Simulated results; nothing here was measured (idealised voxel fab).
process module | voxel tone inversion
cross-section cut | 240 nm wide | cells 5 nm
A cross-section is a grid of square cells, given in bands from the top down. A band is one or more rows of cells.
Each band's line starts with the height of the band's top and of its bottom, in nm. Then come its materials from left to right, each with its width in nm. One material with "throughout" fills the band from edge to edge. "air" is empty space.
Height 0 is the level under which the wafer as received is all one material. The lowest band goes on downwards, as in "0 down".
A width such as "30 to 40" changes by the same amount from each row of cells to the next, from the band's top row to its bottom row.
"no change" after a step means that no cell of the cross-section changed.
closed voids: empty space of 8 cells or more with no open way to the top, each as width x height at its distance from the left edge, in nm
after a step's settings: what the simulator itself notes on the step
overlay nm, on a step with a mask: how far to the right of its planned place the mask lay; to the left if negative
plan
1 op RECEIVE | material Si
2 op CONFORMAL_DEP | material SiCN | thk nm 10
3 op DIRECTIONAL_DEP | material aC | thk nm 20
4 op PATTERN | tone cover | mask id POSTS | material resist | width nm 20 | pitch nm 45 | thk nm 25 | overlay nm -15
5 op DIRECTIONAL_ETCH | etch materials aC | depth nm 20
6 op STRIP | etch materials resist
7 op FILL_DEP | material SiO2 | thk nm 10
8 op CMP | height nm 30
9 op STRIP | etch materials aC
10 op CONFORMAL_DEP | material TiN | thk nm 5
11 op FILL_DEP | material Cu | thk nm 10
12 op CMP | height nm 30
13 op CONFORMAL_DEP | material SiCN | thk nm 5
varied across the wafers: overlay nm of step 4. The plan shows the first wafer's value. All wafers start alike
first wafer as received, after step 1
  0 down: Si throughout
  closed voids: none
first wafer at the end, after step 13
  35 to 30: SiCN throughout
  30 to 15: SiO2 70 | TiN 5 | Cu 10 | TiN 5 | SiO2 25 | TiN 5 | Cu 10 | TiN 5 | SiO2 105
  15 to 10: SiO2 70 | TiN 20 | SiO2 25 | TiN 20 | SiO2 105
  10 to 0: SiCN throughout
  0 down: Si throughout
  closed voids: none
last wafer at the end
  35 to 30: SiCN throughout
  30 to 15: SiO2 100 | TiN 5 | Cu 10 | TiN 5 | SiO2 25 | TiN 5 | Cu 10 | TiN 5 | SiO2 75
  15 to 10: SiO2 100 | TiN 20 | SiO2 25 | TiN 20 | SiO2 75
  10 to 0: SiCN throughout
  0 down: Si throughout
  closed voids: none
each wafer at the end: cells of each material gained (+) or lost (-) since it was received, then its closed voids
overlay nm -15 | +12 Cu | +144 SiCN | +160 SiO2 | +20 TiN | closed voids: none
overlay nm -10 | +12 Cu | +144 SiCN | +160 SiO2 | +20 TiN | closed voids: none
overlay nm -5 | +12 Cu | +144 SiCN | +160 SiO2 | +20 TiN | closed voids: none
overlay nm 0 | +12 Cu | +144 SiCN | +160 SiO2 | +20 TiN | closed voids: none
overlay nm 5 | +12 Cu | +144 SiCN | +160 SiO2 | +20 TiN | closed voids: none
overlay nm 10 | +12 Cu | +144 SiCN | +160 SiO2 | +20 TiN | closed voids: none
overlay nm 15 | +12 Cu | +144 SiCN | +160 SiO2 | +20 TiN | closed voids: none
